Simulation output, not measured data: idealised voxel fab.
The following is a process module called voxel released beams.
cross-section cut | 215 nm wide | cells 5 nm
Square cells in a grid make up a cross-section in this document, and the grid is given as bands, listed from the top down, each one or more rows of cells.
Band: top height; bottom height; in nm. Then, left to right: material with width in nm, for each material. "edge to edge": a single material spanning edge to edge. "empty": empty space.
Height reference: 0 = level under which incoming wafer is all one material. Lowest band: no bottom, runs on downward, e.g. "from 0 down".
Read "30..40" as a graded width: first number on top, second number at the bottom, same change between each pair of neighbouring rows.
"nothing was modified", as given for a step, is the statement that not any cell of the cross-section underwent a change during that step.
Heads up: "Voids lacking openings" only lists the empty pockets with no open path to the top that are 8 cells or more, and it writes them as width x height at distance, distance from the left edge, in nm.
That trailing text on a step's line, after the settings, is the simulator's own remark on the step.
If you see "overlay nm" on a step's line and that step has a mask, it's telling you how far right of where it was planned the mask ended up; a negative number means it went left instead.

Process steps foreseen in the plan
| 1 | op RECEIVE | material Si |
| 2 | op CONFORMAL_DEP | material Al2O3 | thk nm 5 |
| 3 | op DIRECTIONAL_DEP | material SiO2 | thk nm 10 |
| 4 | op PATTERN | tone open | mask id ANCHOR | material resist | width nm 45 | thk nm 15 | overlay nm 0 |
| 5 | op DIRECTIONAL_ETCH | etch materials SiO2 | depth nm 10 |
| 6 | op STRIP | etch materials resist |
| 7 | op CONFORMAL_DEP | material polySi | thk nm 15 |
| 8 | op PATTERN | tone cover | mask id BEAM | material resist | width nm 125 | thk nm 15 | overlay nm 0 |
| 9 | op DIRECTIONAL_ETCH | etch materials polySi | depth nm 15 |
| 10 | op STRIP | etch materials resist |
| 11 | op STRIP | etch materials SiO2 |

as received, after step 1
  from 0 down  Si edge to edge
  Voids lacking openings: none

This is how the wafer looks in cross-section once the module is done, given the starting state and plan above and one mistake in carrying the plan out
  from 30 to 20  40 of empty / 15 of polySi / 15 of empty / 95 of polySi / 50 of empty
  from 20 to 15  40 of empty / 125 of polySi / 50 of empty
  from 15 to 5  40 of empty / 45 of polySi / 130 of empty
  from 5 to 0  Al2O3 edge to edge
  from 0 down  Si edge to edge
  Voids lacking openings: none
Finding, execution versus plan: step 4 ran with different settings than intended, the actual operation and settings being op PATTERN | tone open | mask id ANCHOR | material resist | width nm 45 | thk nm 15 | overlay nm -5
